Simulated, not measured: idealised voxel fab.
Herein follows the process module entitled voxel wiring stack.
The figure presents cross-section cut, which has a width of 215 nm and is divided into square cells with an edge length of 5 nm.
Just so we're on the same page, the cross-sections are grids of square cells, and they're listed out in bands top to bottom, each band one or more rows deep.
Heights first: top, then bottom, in nm. Then materials, left to right, each with a width in nm. "full width" on a single material: fills the band edge to edge. "air": empty space.
For the purposes of this specification, 0 denotes the height below which the wafer in its as-received condition is composed wholly of one material, and the lowermost band, lacking a lower limit, extends downward without end, as expressed in "0 and below".
Note: "30->40" means the width goes from the first number (top row of the band) to the second number (bottom row) in equal steps per row of cells.
"changes: none" (step): cross-section cells unchanged, all of them.
This entry, "Sealed void inventory", enumerates those empty regions of no fewer than 8 cells that possess no open connection to the top. Each region is reported in the form width x height at distance, the distance being taken from the left edge, with all three quantities expressed in nm.
Anything after a step's settings on that line? It's the simulator's own note about the step.
Steps that use a mask can have "overlay nm" on their line. It says how far the mask sat to the right of where it was meant to be. Negative means to the left.

Steps in the process plan:
1) RECEIVE: material Si
2) CONFORMAL_DEP: material SiO2, thk nm 15
3) DIRECTIONAL_DEP: material TiN, thk nm 5
4) DIRECTIONAL_DEP: material Ru, thk nm 25
5) PATTERN: tone cover, mask id METAL_1, material resist, width nm 25, pitch nm 45, thk nm 20, overlay nm 0
6) DIRECTIONAL_ETCH: etch materials Ru, depth nm 25
7) DIRECTIONAL_ETCH: etch materials TiN, depth nm 5
8) STRIP: etch materials resist
9) FILL_DEP: material lowk, thk nm 5
10) CMP: height nm 45
11) CONFORMAL_DEP: material SiCN, thk nm 5
12) DIRECTIONAL_DEP: material lowk, thk nm 20
13) PATTERN: tone open, mask id PLUG_1, material resist, width nm 15, pitch nm 45, thk nm 20, overlay nm 0
14) DIRECTIONAL_ETCH: etch materials lowk, depth nm 20
15) DIRECTIONAL_ETCH: etch materials SiCN, depth nm 5
16) STRIP: etch materials resist
17) EPI: material Ru, thk nm 10
18) EPI: material Ru, thk nm 10
19) EPI: material Ru, thk nm 5
20) DIRECTIONAL_DEP: material TiN, thk nm 5
21) DIRECTIONAL_DEP: material W, thk nm 15
22) PATTERN: tone cover, mask id METAL_2, material resist, width nm 25, pitch nm 45, thk nm 15, overlay nm 0
23) DIRECTIONAL_ETCH: etch materials W, depth nm 15
24) DIRECTIONAL_ETCH: etch materials TiN, depth nm 5
25) STRIP: etch materials resist
26) CONFORMAL_DEP: material SiN, thk nm 5
27) FILL_DEP: material SiO2, thk nm 5
28) CMP: height nm 90
29) CONFORMAL_DEP: material SiN, thk nm 5

Cross-section, incoming material, after step 1:
0 and below | Si full width
Sealed void inventory: none

Post-module cross-section: identical start and plan to those above, one misstep in execution:
95 down to 90 | SiN full width
90 down to 85 | SiO2 (45); SiN (5); W (25); SiN (5); SiO2 (10); SiN (5); W (25); SiN (5); SiO2 (10); SiN (5); W (25); SiN (5); SiO2 (45)
85 down to 80 | SiN (50); W (25); SiN (20); W (25); SiN (20); W (25); SiN (50)
80 down to 75 | Ru (55); W (5); Ru (40); W (5); Ru (40); W (5); Ru (65)
75 down to 70 | TiN (50); Ru (15); TiN (30); Ru (15); TiN (30); Ru (15); TiN (60)
70 down to 65 | lowk (50); TiN (15); lowk (30); TiN (15); lowk (30); TiN (15); lowk (60)
65 down to 50 | lowk (50); Ru (15); lowk (30); Ru (15); lowk (30); Ru (15); lowk (60)
50 down to 45 | SiCN (50); Ru (15); SiCN (30); Ru (15); SiCN (30); Ru (15); SiCN (60)
45 down to 20 | lowk (50); Ru (25); lowk (20); Ru (25); lowk (20); Ru (25); lowk (50)
20 down to 15 | lowk (50); TiN (25); lowk (20); TiN (25); lowk (20); TiN (25); lowk (50)
15 down to 0 | SiO2 full width
0 and below | Si full width
Sealed void inventory: none
What went wrong in running the wafer? swap of plan steps 19 and 20 during execution
